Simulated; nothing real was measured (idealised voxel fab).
This is a process module. Its name is voxel self aligned contacts.
Section shown: cut. Width: 210 nm. Cell size: 5 nm, square.
Just so we're on the same page, the cross-sections are grids of square cells, and they're listed out in bands top to bottom, each band one or more rows deep. Top height, bottom height, nm. Materials left to right, width each, nm. Single material + "everywhere" = fills band edge to edge. "blank" = empty. Height datum 0, below which the as-received substrate wafer is one material. Lowest band open at the bottom, running downward: "0 and below". You'd read "30 to 40" like this: the band's top row of cells is as wide as the first number, its bottom row is as wide as the second, and going down, every row changes width by the same amount as the row before did. Reading "remained unchanged" for a step: not a cell of the cross-section changed in it. "Enclosed void catalog" lists enclosed empty spaces (at least 8 cells, no open path upward to the top), each as width x height at distance from the left edge, in nm. On a step's line, text after the settings is the simulator commenting on that step. What "overlay nm" on a step's line means: if the step has a mask, that mask lay this far to the right of its planned place, or, when the value is negative, to the left.

-- Steps in the process plan
1. op RECEIVE | material Si
2. op CONFORMAL_DEP | material SiO2 | thk nm 5
3. op DIRECTIONAL_DEP | material polySi | thk nm 20
4. op DIRECTIONAL_DEP | material SiN | thk nm 15
5. op DIRECTIONAL_DEP | material aC | thk nm 10
6. op PATTERN | tone cover | mask id GATE | material resist | width nm 35 | pitch nm 60 | thk nm 25 | overlay nm 0
7. op DIRECTIONAL_ETCH | etch materials aC | depth nm 10
8. op STRIP | etch materials resist
9. op DIRECTIONAL_ETCH | etch materials SiN | depth nm 15
10. op DIRECTIONAL_ETCH | etch materials polySi | depth nm 20
11. op STRIP | etch materials aC
12. op CONFORMAL_DEP | material SiN | thk nm 5
13. op DIRECTIONAL_ETCH | etch materials SiN | depth nm 5
14. op FILL_DEP | material SiO2 | thk nm 10
15. op CMP | height nm 45
16. op PATTERN | tone open | mask id CONTACT | material resist | width nm 35 | thk nm 15 | overlay nm 0
17. op DIRECTIONAL_ETCH | etch materials SiO2 | depth nm 45
18. op STRIP | etch materials resist
19. op CONFORMAL_DEP | material TiN | thk nm 5
20. op FILL_DEP | material W | thk nm 10
21. op CMP | height nm 45
22. op CONFORMAL_DEP | material SiCN | thk nm 5

-- Below: the first of two wafers, run as planned

-- As-received state of the wafer in cross-section, equivalent to post-step 1
    0 and below | Si everywhere
    Enclosed void catalog: none

-- Presented here is a cross-section of the wafer after step 2 has been performed
    5 down to 0 | SiO2 everywhere
    Below a height of 0, the structure has not been altered.

-- Presented here is a cross-section of the wafer after step 3 has been performed
    25 down to 5 | polySi everywhere
    Below a height of 5, the structure has not been altered.

-- Presented here is a cross-section of the wafer after step 4 has been performed
    40 down to 25 | SiN everywhere
    Below a height of 25, the structure has not been altered.

-- Presented here is a cross-section of the wafer after step 5 has been performed
    50 down to 40 | aC everywhere
    Below a height of 40, the structure has not been altered.

-- Presented here is a cross-section of the wafer after step 6 has been performed
    75 down to 50 | blank=55 / resist=35 / blank=25 / resist=35 / blank=60
    Below a height of 50, the structure has not been altered.

-- Presented here is a cross-section of the wafer after step 7 has been performed
    65 down to 50 | blank=55 / resist=35 / blank=25 / resist=35 / blank=60
    50 down to 40 | blank=55 / aC=35 / blank=25 / aC=35 / blank=60
    Below a height of 40, the structure has not been altered.

-- Presented here is a cross-section of the wafer after step 8 has been performed
    50 down to 40 | blank=55 / aC=35 / blank=25 / aC=35 / blank=60
    Below a height of 40, the structure has not been altered.

-- Presented here is a cross-section of the wafer after step 9 has been performed
    50 down to 40 | blank=55 / aC=35 / blank=25 / aC=35 / blank=60
    40 down to 25 | blank=55 / SiN=35 / blank=25 / SiN=35 / blank=60
    Below a height of 25, the structure has not been altered.

-- Presented here is a cross-section of the wafer after step 10 has been performed
    50 down to 40 | blank=55 / aC=35 / blank=25 / aC=35 / blank=60
    40 down to 25 | blank=55 / SiN=35 / blank=25 / SiN=35 / blank=60
    25 down to 5 | blank=55 / polySi=35 / blank=25 / polySi=35 / blank=60
    Below a height of 5, the structure has not been altered.

-- Presented here is a cross-section of the wafer after step 11 has been performed
    40 down to 25 | blank=55 / SiN=35 / blank=25 / SiN=35 / blank=60
    Below a height of 25, the structure has not been altered.

-- Presented here is a cross-section of the wafer after step 12 has been performed
    45 down to 25 | blank=50 / SiN=45 / blank=15 / SiN=45 / blank=55
    25 down to 10 | blank=50 / SiN=5 / polySi=35 / SiN=5 / blank=15 / SiN=5 / polySi=35 / SiN=5 / blank=55
    10 down to 5 | SiN=55 / polySi=35 / SiN=25 / polySi=35 / SiN=60
    Below a height of 5, the structure has not been altered.

-- Presented here is a cross-section of the wafer after step 13 has been performed
    40 down to 25 | blank=50 / SiN=45 / blank=15 / SiN=45 / blank=55
    25 down to 5 | blank=50 / SiN=5 / polySi=35 / SiN=5 / blank=15 / SiN=5 / polySi=35 / SiN=5 / blank=55
    Below a height of 5, the structure has not been altered.

-- Presented here is a cross-section of the wafer after step 14 has been performed
    50 down to 40 | SiO2 everywhere
    40 down to 25 | SiO2=50 / SiN=45 / SiO2=15 / SiN=45 / SiO2=55
    25 down to 5 | SiO2=50 / SiN=5 / polySi=35 / SiN=5 / SiO2=15 / SiN=5 / polySi=35 / SiN=5 / SiO2=55
    Below a height of 5, the structure has not been altered.

-- Presented here is a cross-section of the wafer after step 15 has been performed
    45 down to 40 | SiO2 everywhere
    Below a height of 40, the structure has not been altered.

-- Presented here is a cross-section of the wafer after step 16 has been performed
    60 down to 45 | resist=85 / blank=35 / resist=90
    Below a height of 45, the structure has not been altered.

-- Presented here is a cross-section of the wafer after step 17 has been performed
    60 down to 45 | resist=85 / blank=35 / resist=90
    45 down to 40 | SiO2=85 / blank=35 / SiO2=90
    40 down to 25 | SiO2=50 / SiN=45 / blank=15 / SiN=45 / SiO2=55
    25 down to 5 | SiO2=50 / SiN=5 / polySi=35 / SiN=5 / blank=15 / SiN=5 / polySi=35 / SiN=5 / SiO2=55
    5 down to 0 | SiO2=95 / blank=15 / SiO2=100
    Below a height of 0, the structure has not been altered.

-- Presented here is a cross-section of the wafer after step 18 has been performed
    45 down to 40 | SiO2=85 / blank=35 / SiO2=90
    Below a height of 40, the structure has not been altered.

-- Presented here is a cross-section of the wafer after step 19 has been performed
    50 down to 45 | TiN=90 / blank=25 / TiN=95
    45 down to 40 | SiO2=85 / TiN=15 / blank=5 / TiN=15 / SiO2=90
    40 down to 25 | SiO2=50 / SiN=45 / TiN=5 / blank=5 / TiN=5 / SiN=45 / SiO2=55
    25 down to 5 | SiO2=50 / SiN=5 / polySi=35 / SiN=5 / TiN=5 / blank=5 / TiN=5 / SiN=5 / polySi=35 / SiN=5 / SiO2=55
    5 down to 0 | SiO2=95 / TiN=15 / SiO2=100
    Below a height of 0, the structure has not been altered.

-- Presented here is a cross-section of the wafer after step 20 has been performed
    60 down to 50 | W everywhere
    50 down to 45 | TiN=90 / W=25 / TiN=95
    45 down to 40 | SiO2=85 / TiN=15 / W=5 / TiN=15 / SiO2=90
    40 down to 25 | SiO2=50 / SiN=45 / TiN=5 / W=5 / TiN=5 / SiN=45 / SiO2=55
    25 down to 5 | SiO2=50 / SiN=5 / polySi=35 / SiN=5 / TiN=5 / W=5 / TiN=5 / SiN=5 / polySi=35 / SiN=5 / SiO2=55
    Below a height of 5, the structure has not been altered.

-- Presented here is a cross-section of the wafer after step 21 has been performed
    45 down to 40 | SiO2=85 / TiN=15 / W=5 / TiN=15 / SiO2=90
    Below a height of 40, the structure has not been altered.

-- Presented here is a cross-section of the wafer after step 22 has been performed
    50 down to 45 | SiCN everywhere
    Below a height of 45, the structure has not been altered.

-- Notes, second wafer: start = first wafer's, plan = first wafer's, execution had one mistake; history identical to first through step 1

-- Second wafer, cross-section, planned end of step 2
    20 down to 0 | polySi everywhere
    Below a height of 0, the structure has not been altered.

-- Second wafer, cross-section, planned end of step 3
    25 down to 20 | SiO2 everywhere
    Below a height of 20, the structure has not been altered.

-- Second wafer, cross-section, planned end of step 4
    40 down to 25 | SiN everywhere
    Below a height of 25, the structure has not been altered.

-- Second wafer, cross-section, planned end of step 5
    50 down to 40 | aC everywhere
    Below a height of 40, the structure has not been altered.

-- Second wafer, cross-section, planned end of step 6
    75 down to 50 | blank=55 / resist=35 / blank=25 / resist=35 / blank=60
    Below a height of 50, the structure has not been altered.

-- Second wafer, cross-section, planned end of step 7
    65 down to 50 | blank=55 / resist=35 / blank=25 / resist=35 / blank=60
    50 down to 40 | blank=55 / aC=35 / blank=25 / aC=35 / blank=60
    Below a height of 40, the structure has not been altered.

-- Second wafer, cross-section, planned end of step 8
    50 down to 40 | blank=55 / aC=35 / blank=25 / aC=35 / blank=60
    Below a height of 40, the structure has not been altered.

-- Second wafer, cross-section, planned end of step 9
    50 down to 40 | blank=55 / aC=35 / blank=25 / aC=35 / blank=60
    40 down to 25 | blank=55 / SiN=35 / blank=25 / SiN=35 / blank=60
    Below a height of 25, the structure has not been altered.

Second wafer, cross-section, planned end of step 10: remained unchanged

-- Second wafer, cross-section, planned end of step 11
    40 down to 25 | blank=55 / SiN=35 / blank=25 / SiN=35 / blank=60
    Below a height of 25, the structure has not been altered.

-- Second wafer, cross-section, planned end of step 12
    45 down to 30 | blank=50 / SiN=45 / blank=15 / SiN=45 / blank=55
    30 down to 25 | SiN everywhere
    Below a height of 25, the structure has not been altered.

-- Second wafer, cross-section, planned end of step 13
    40 down to 25 | blank=50 / SiN=45 / blank=15 / SiN=45 / blank=55
    Below a height of 25, the structure has not been altered.

-- Second wafer, cross-section, planned end of step 14
    50 down to 40 | SiO2 everywhere
    40 down to 25 | SiO2=50 / SiN=45 / SiO2=15 / SiN=45 / SiO2=55
    Below a height of 25, the structure has not been altered.

-- Second wafer, cross-section, planned end of step 15
    45 down to 40 | SiO2 everywhere
    Below a height of 40, the structure has not been altered.

-- Second wafer, cross-section, planned end of step 16
    60 down to 45 | resist=85 / blank=35 / resist=90
    Below a height of 45, the structure has not been altered.

-- Second wafer, cross-section, planned end of step 17
    60 down to 45 | resist=85 / blank=35 / resist=90
    45 down to 40 | SiO2=85 / blank=35 / SiO2=90
    40 down to 25 | SiO2=50 / SiN=45 / blank=15 / SiN=45 / SiO2=55
    25 down to 20 | SiO2=95 / blank=15 / SiO2=100
    Below a height of 20, the structure has not been altered.

-- Second wafer, cross-section, planned end of step 18
    45 down to 40 | SiO2=85 / blank=35 / SiO2=90
    Below a height of 40, the structure has not been altered.

-- Second wafer, cross-section, planned end of step 19
    50 down to 45 | TiN=90 / blank=25 / TiN=95
    45 down to 40 | SiO2=85 / TiN=15 / blank=5 / TiN=15 / SiO2=90
    40 down to 25 | SiO2=50 / SiN=45 / TiN=5 / blank=5 / TiN=5 / SiN=45 / SiO2=55
    25 down to 20 | SiO2=95 / TiN=15 / SiO2=100
    Below a height of 20, the structure has not been altered.

-- Second wafer, cross-section, planned end of step 20
    60 down to 50 | W everywhere
    50 down to 45 | TiN=90 / W=25 / TiN=95
    45 down to 40 | SiO2=85 / TiN=15 / W=5 / TiN=15 / SiO2=90
    40 down to 25 | SiO2=50 / SiN=45 / TiN=5 / W=5 / TiN=5 / SiN=45 / SiO2=55
    Below a height of 25, the structure has not been altered.

-- Second wafer, cross-section, planned end of step 21
    45 down to 40 | SiO2=85 / TiN=15 / W=5 / TiN=15 / SiO2=90
    Below a height of 40, the structure has not been altered.

-- Second wafer, cross-section, planned end of step 22
    50 down to 45 | SiCN everywhere
    Below a height of 45, the structure has not been altered.
The mistake made against the process plan was this: steps 2 and 3 swapped
The final cell counts differ between the wafers, with the second having more or fewer of some materials than the first: SiN -16 | SiO2 -84 | TiN -8 | W -4 | polySi +112
